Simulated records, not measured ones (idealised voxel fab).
process module | voxel capacitor over wiring
cross-section cut | 285 nm wide | cells 5 nm
A cross-section is a grid of square cells, given in bands from the top down. A band is one or more rows of cells.
Each band's line starts with the height of the band's top and of its bottom, in nm. Then come its materials from left to right, each with its width in nm. One material with "throughout" fills the band from edge to edge. "air" is empty space.
Height 0 is the level under which the wafer as received is all one material. The lowest band goes on downwards, as in "0 down".
A width such as "30 to 40" changes by the same amount from each row of cells to the next, from the band's top row to its bottom row.
"no change" after a step means that no cell of the cross-section changed.
closed voids: empty space of 8 cells or more with no open way to the top, each as width x height at its distance from the left edge, in nm
after a step's settings: what the simulator itself notes on the step
overlay nm, on a step with a mask: how far to the right of its planned place the mask lay; to the left if negative
plan
1 op RECEIVE | material Si
2 op CONFORMAL_DEP | material SiO2 | thk nm 10
3 op CONFORMAL_DEP | material SiN | thk nm 5
4 op DIRECTIONAL_DEP | material SiO2 | thk nm 20
5 op MASKED_ETCH | tone open | mask id METAL_1 | width nm 30 | pitch nm 90 | etch materials SiO2 | depth nm 20 | overlay nm 0
6 op MASKED_ETCH | tone open | mask id METAL_1 | width nm 30 | pitch nm 90 | etch materials SiN | depth nm 5 | overlay nm 0
7 op CONFORMAL_DEP | material TiN | thk nm 5
8 op FILL_DEP | material W | thk nm 5
9 op CMP | height nm 35
10 op CONFORMAL_DEP | material SiCN | thk nm 5
11 op DIRECTIONAL_DEP | material SiO2 | thk nm 15
12 op PATTERN | tone open | mask id PLUG_1 | material resist | width nm 15 | thk nm 15 | overlay nm 0
13 op DIRECTIONAL_ETCH | etch materials SiO2 | depth nm 15
14 op DIRECTIONAL_ETCH | etch materials SiCN | depth nm 5
15 op STRIP | etch materials resist
16 op EPI | material Ru | thk nm 10
17 op EPI | material Ru | thk nm 10
18 op DIRECTIONAL_DEP | material TiN | thk nm 10
19 op DIRECTIONAL_DEP | material SiN | thk nm 5
20 op DIRECTIONAL_DEP | material TiN | thk nm 5
21 op DIRECTIONAL_DEP | material aC | thk nm 15
22 op PATTERN | tone cover | mask id UPPER_PLATE | material resist | width nm 65 | thk nm 30 | overlay nm 0
23 op DIRECTIONAL_ETCH | etch materials aC | depth nm 15
24 op STRIP | etch materials resist
25 op DIRECTIONAL_ETCH | etch materials TiN | depth nm 5
26 op DIRECTIONAL_ETCH | etch materials SiN | depth nm 5
27 op STRIP | etch materials aC
28 op DIRECTIONAL_DEP | material aC | thk nm 15
29 op PATTERN | tone cover | mask id LOWER_PLATE | material resist | width nm 75 | thk nm 35 | overlay nm 0
30 op DIRECTIONAL_ETCH | etch materials aC | depth nm 15
31 op STRIP | etch materials resist
32 op DIRECTIONAL_ETCH | etch materials TiN | depth nm 10
33 op STRIP | etch materials aC
34 op FILL_DEP | material SiO2 | thk nm 15
35 op CMP | height nm 85
36 op DIRECTIONAL_DEP | material aC | thk nm 15
37 op PATTERN | tone open | mask id PLUG_2 | material resist | width nm 15 | thk nm 35 | overlay nm 0
38 op DIRECTIONAL_ETCH | etch materials aC | depth nm 15
39 op STRIP | etch materials resist
40 op DIRECTIONAL_ETCH | etch materials SiO2 | depth nm 10
41 op STRIP | etch materials aC
42 op CONFORMAL_DEP | material TiN | thk nm 5
43 op FILL_DEP | material Ru | thk nm 5
44 op CMP | height nm 85
45 op CONFORMAL_DEP | material SiN | thk nm 5
first wafer, as planned
as received, after step 1
  0 down: Si throughout
  closed voids: none
after step 2
  10 to 0: SiO2 throughout
  below 0: unchanged
after step 3
  15 to 10: SiN throughout
  below 10: unchanged
after step 4
  35 to 15: SiO2 throughout
  below 15: unchanged
after step 5
  35 to 15: SiO2 80 | air 30 | SiO2 60 | air 30 | SiO2 85
  below 15: unchanged
after step 6
  35 to 15: SiO2 80 | air 30 | SiO2 60 | air 30 | SiO2 85
  15 to 10: SiN 80 | air 30 | SiN 60 | air 30 | SiN 85
  below 10: unchanged
after step 7
  40 to 35: TiN 85 | air 20 | TiN 70 | air 20 | TiN 90
  35 to 15: SiO2 80 | TiN 5 | air 20 | TiN 5 | SiO2 60 | TiN 5 | air 20 | TiN 5 | SiO2 85
  15 to 10: SiN 80 | TiN 30 | SiN 60 | TiN 30 | SiN 85
  below 10: unchanged
after step 8
  45 to 40: W throughout
  40 to 35: TiN 85 | W 20 | TiN 70 | W 20 | TiN 90
  35 to 15: SiO2 80 | TiN 5 | W 20 | TiN 5 | SiO2 60 | TiN 5 | W 20 | TiN 5 | SiO2 85
  below 15: unchanged
after step 9
  35 to 15: SiO2 80 | TiN 5 | W 20 | TiN 5 | SiO2 60 | TiN 5 | W 20 | TiN 5 | SiO2 85
  below 15: unchanged
after step 10
  40 to 35: SiCN throughout
  below 35: unchanged
after step 11
  55 to 40: SiO2 throughout
  below 40: unchanged
after step 12
  70 to 55: resist 95 | air 15 | resist 175
  below 55: unchanged
after step 13
  70 to 55: resist 95 | air 15 | resist 175
  55 to 40: SiO2 95 | air 15 | SiO2 175
  below 40: unchanged
after step 14
  70 to 55: resist 95 | air 15 | resist 175
  55 to 40: SiO2 95 | air 15 | SiO2 175
  40 to 35: SiCN 95 | air 15 | SiCN 175
  below 35: unchanged
after step 15
  55 to 40: SiO2 95 | air 15 | SiO2 175
  below 40: unchanged
after step 16
  55 to 45: SiO2 95 | air 15 | SiO2 175
  45 to 40: SiO2 95 | Ru 15 | SiO2 175
  40 to 35: SiCN 95 | Ru 15 | SiCN 175
  below 35: unchanged
after step 17
  55 to 40: SiO2 95 | Ru 15 | SiO2 175
  below 40: unchanged
after step 18
  65 to 55: TiN throughout
  below 55: unchanged
after step 19
  70 to 65: SiN throughout
  below 65: unchanged
after step 20
  75 to 70: TiN throughout
  below 70: unchanged
after step 21
  90 to 75: aC throughout
  below 75: unchanged
after step 22
  120 to 90: air 95 | resist 65 | air 125
  below 90: unchanged
after step 23
  105 to 90: air 95 | resist 65 | air 125
  90 to 75: air 95 | aC 65 | air 125
  below 75: unchanged
after step 24
  90 to 75: air 95 | aC 65 | air 125
  below 75: unchanged
after step 25
  90 to 75: air 95 | aC 65 | air 125
  75 to 70: air 95 | TiN 65 | air 125
  below 70: unchanged
after step 26
  90 to 75: air 95 | aC 65 | air 125
  75 to 70: air 95 | TiN 65 | air 125
  70 to 65: air 95 | SiN 65 | air 125
  below 65: unchanged
after step 27
  75 to 70: air 95 | TiN 65 | air 125
  below 70: unchanged
after step 28
  90 to 80: air 95 | aC 65 | air 125
  80 to 75: aC throughout
  75 to 70: aC 95 | TiN 65 | aC 125
  70 to 65: aC 95 | SiN 65 | aC 125
  below 65: unchanged
after step 29
  125 to 90: air 90 | resist 75 | air 120
  90 to 80: air 90 | resist 5 | aC 65 | resist 5 | air 120
  below 80: unchanged
after step 30
  110 to 90: air 90 | resist 75 | air 120
  90 to 80: air 90 | resist 5 | aC 65 | resist 5 | air 120
  80 to 75: air 90 | aC 75 | air 120
  75 to 70: air 90 | aC 5 | TiN 65 | aC 5 | air 120
  70 to 65: air 90 | aC 5 | SiN 65 | aC 5 | air 120
  below 65: unchanged
after step 31
  90 to 80: air 95 | aC 65 | air 125
  below 80: unchanged
after step 32
  90 to 80: air 95 | aC 65 | air 125
  80 to 75: air 90 | aC 75 | air 120
  75 to 70: air 90 | aC 5 | TiN 65 | aC 5 | air 120
  70 to 65: air 90 | aC 5 | SiN 65 | aC 5 | air 120
  65 to 55: air 90 | TiN 75 | air 120
  below 55: unchanged
after step 33
  75 to 70: air 95 | TiN 65 | air 125
  70 to 65: air 95 | SiN 65 | air 125
  below 65: unchanged
after step 34
  90 to 75: SiO2 throughout
  75 to 70: SiO2 95 | TiN 65 | SiO2 125
  70 to 65: SiO2 95 | SiN 65 | SiO2 125
  65 to 55: SiO2 90 | TiN 75 | SiO2 120
  below 55: unchanged
after step 35
  85 to 75: SiO2 throughout
  below 75: unchanged
after step 36
  100 to 85: aC throughout
  below 85: unchanged
after step 37
  135 to 100: resist 105 | air 15 | resist 165
  below 100: unchanged
after step 38
  120 to 100: resist 105 | air 15 | resist 165
  100 to 85: aC 105 | air 15 | aC 165
  below 85: unchanged
after step 39
  100 to 85: aC 105 | air 15 | aC 165
  below 85: unchanged
after step 40
  100 to 85: aC 105 | air 15 | aC 165
  85 to 75: SiO2 105 | air 15 | SiO2 165
  below 75: unchanged
after step 41
  85 to 75: SiO2 105 | air 15 | SiO2 165
  below 75: unchanged
after step 42
  90 to 85: TiN 110 | air 5 | TiN 170
  85 to 80: SiO2 105 | TiN 5 | air 5 | TiN 5 | SiO2 165
  80 to 70: SiO2 105 to 95 | TiN 15 to 65 | SiO2 165 to 125
  below 70: unchanged
after step 43
  95 to 90: Ru throughout
  90 to 85: TiN 110 | Ru 5 | TiN 170
  85 to 80: SiO2 105 | TiN 5 | Ru 5 | TiN 5 | SiO2 165
  below 80: unchanged
after step 44
  85 to 80: SiO2 105 | TiN 5 | Ru 5 | TiN 5 | SiO2 165
  below 80: unchanged
after step 45
  90 to 85: SiN throughout
  below 85: unchanged
second wafer: like start, like plan, one mistake. Through step 6 it matches the first wafer
when step 7 should have ended
  40 to 35: Ru 85 | air 20 | Ru 70 | air 20 | Ru 90
  35 to 15: SiO2 80 | Ru 5 | air 20 | Ru 5 | SiO2 60 | Ru 5 | air 20 | Ru 5 | SiO2 85
  15 to 10: SiN 80 | Ru 30 | SiN 60 | Ru 30 | SiN 85
  below 10: unchanged
when step 8 should have ended
  45 to 40: W throughout
  40 to 35: Ru 85 | W 20 | Ru 70 | W 20 | Ru 90
  35 to 15: SiO2 80 | Ru 5 | W 20 | Ru 5 | SiO2 60 | Ru 5 | W 20 | Ru 5 | SiO2 85
  below 15: unchanged
when step 9 should have ended
  35 to 15: SiO2 80 | Ru 5 | W 20 | Ru 5 | SiO2 60 | Ru 5 | W 20 | Ru 5 | SiO2 85
  below 15: unchanged
when step 10 should have ended
  40 to 35: SiCN throughout
  below 35: unchanged
when step 11 should have ended
  55 to 40: SiO2 throughout
  below 40: unchanged
when step 12 should have ended
  70 to 55: resist 95 | air 15 | resist 175
  below 55: unchanged
when step 13 should have ended
  70 to 55: resist 95 | air 15 | resist 175
  55 to 40: SiO2 95 | air 15 | SiO2 175
  below 40: unchanged
when step 14 should have ended
  70 to 55: resist 95 | air 15 | resist 175
  55 to 40: SiO2 95 | air 15 | SiO2 175
  40 to 35: SiCN 95 | air 15 | SiCN 175
  below 35: unchanged
when step 15 should have ended
  55 to 40: SiO2 95 | air 15 | SiO2 175
  below 40: unchanged
when step 16 should have ended
  55 to 45: SiO2 95 | air 15 | SiO2 175
  45 to 40: SiO2 95 | Ru 15 | SiO2 175
  40 to 35: SiCN 95 | Ru 15 | SiCN 175
  below 35: unchanged
when step 17 should have ended
  55 to 40: SiO2 95 | Ru 15 | SiO2 175
  below 40: unchanged
when step 18 should have ended
  65 to 55: TiN throughout
  below 55: unchanged
when step 19 should have ended
  70 to 65: SiN throughout
  below 65: unchanged
when step 20 should have ended
  75 to 70: TiN throughout
  below 70: unchanged
when step 21 should have ended
  90 to 75: aC throughout
  below 75: unchanged
when step 22 should have ended
  120 to 90: air 95 | resist 65 | air 125
  below 90: unchanged
when step 23 should have ended
  105 to 90: air 95 | resist 65 | air 125
  90 to 75: air 95 | aC 65 | air 125
  below 75: unchanged
when step 24 should have ended
  90 to 75: air 95 | aC 65 | air 125
  below 75: unchanged
when step 25 should have ended
  90 to 75: air 95 | aC 65 | air 125
  75 to 70: air 95 | TiN 65 | air 125
  below 70: unchanged
when step 26 should have ended
  90 to 75: air 95 | aC 65 | air 125
  75 to 70: air 95 | TiN 65 | air 125
  70 to 65: air 95 | SiN 65 | air 125
  below 65: unchanged
when step 27 should have ended
  75 to 70: air 95 | TiN 65 | air 125
  below 70: unchanged
when step 28 should have ended
  90 to 80: air 95 | aC 65 | air 125
  80 to 75: aC throughout
  75 to 70: aC 95 | TiN 65 | aC 125
  70 to 65: aC 95 | SiN 65 | aC 125
  below 65: unchanged
when step 29 should have ended
  125 to 90: air 90 | resist 75 | air 120
  90 to 80: air 90 | resist 5 | aC 65 | resist 5 | air 120
  below 80: unchanged
when step 30 should have ended
  110 to 90: air 90 | resist 75 | air 120
  90 to 80: air 90 | resist 5 | aC 65 | resist 5 | air 120
  80 to 75: air 90 | aC 75 | air 120
  75 to 70: air 90 | aC 5 | TiN 65 | aC 5 | air 120
  70 to 65: air 90 | aC 5 | SiN 65 | aC 5 | air 120
  below 65: unchanged
when step 31 should have ended
  90 to 80: air 95 | aC 65 | air 125
  below 80: unchanged
when step 32 should have ended
  90 to 80: air 95 | aC 65 | air 125
  80 to 75: air 90 | aC 75 | air 120
  75 to 70: air 90 | aC 5 | TiN 65 | aC 5 | air 120
  70 to 65: air 90 | aC 5 | SiN 65 | aC 5 | air 120
  65 to 55: air 90 | TiN 75 | air 120
  below 55: unchanged
when step 33 should have ended
  75 to 70: air 95 | TiN 65 | air 125
  70 to 65: air 95 | SiN 65 | air 125
  below 65: unchanged
when step 34 should have ended
  90 to 75: SiO2 throughout
  75 to 70: SiO2 95 | TiN 65 | SiO2 125
  70 to 65: SiO2 95 | SiN 65 | SiO2 125
  65 to 55: SiO2 90 | TiN 75 | SiO2 120
  below 55: unchanged
when step 35 should have ended
  85 to 75: SiO2 throughout
  below 75: unchanged
when step 36 should have ended
  100 to 85: aC throughout
  below 85: unchanged
when step 37 should have ended
  135 to 100: resist 105 | air 15 | resist 165
  below 100: unchanged
when step 38 should have ended
  120 to 100: resist 105 | air 15 | resist 165
  100 to 85: aC 105 | air 15 | aC 165
  below 85: unchanged
when step 39 should have ended
  100 to 85: aC 105 | air 15 | aC 165
  below 85: unchanged
when step 40 should have ended
  100 to 85: aC 105 | air 15 | aC 165
  85 to 75: SiO2 105 | air 15 | SiO2 165
  below 75: unchanged
when step 41 should have ended
  85 to 75: SiO2 105 | air 15 | SiO2 165
  below 75: unchanged
when step 42 should have ended
  90 to 85: TiN 110 | air 5 | TiN 170
  85 to 80: SiO2 105 | TiN 5 | air 5 | TiN 5 | SiO2 165
  80 to 70: SiO2 105 to 95 | TiN 15 to 65 | SiO2 165 to 125
  below 70: unchanged
when step 43 should have ended
  95 to 90: Ru throughout
  90 to 85: TiN 110 | Ru 5 | TiN 170
  85 to 80: SiO2 105 | TiN 5 | Ru 5 | TiN 5 | SiO2 165
  below 80: unchanged
when step 44 should have ended
  85 to 80: SiO2 105 | TiN 5 | Ru 5 | TiN 5 | SiO2 165
  below 80: unchanged
when step 45 should have ended
  90 to 85: SiN throughout
  below 85: unchanged
what went wrong: step 7 ran as: op CONFORMAL_DEP | material Ru | thk nm 5
at the end the second wafer has, in cells: 28 more of Ru | 28 fewer of TiN
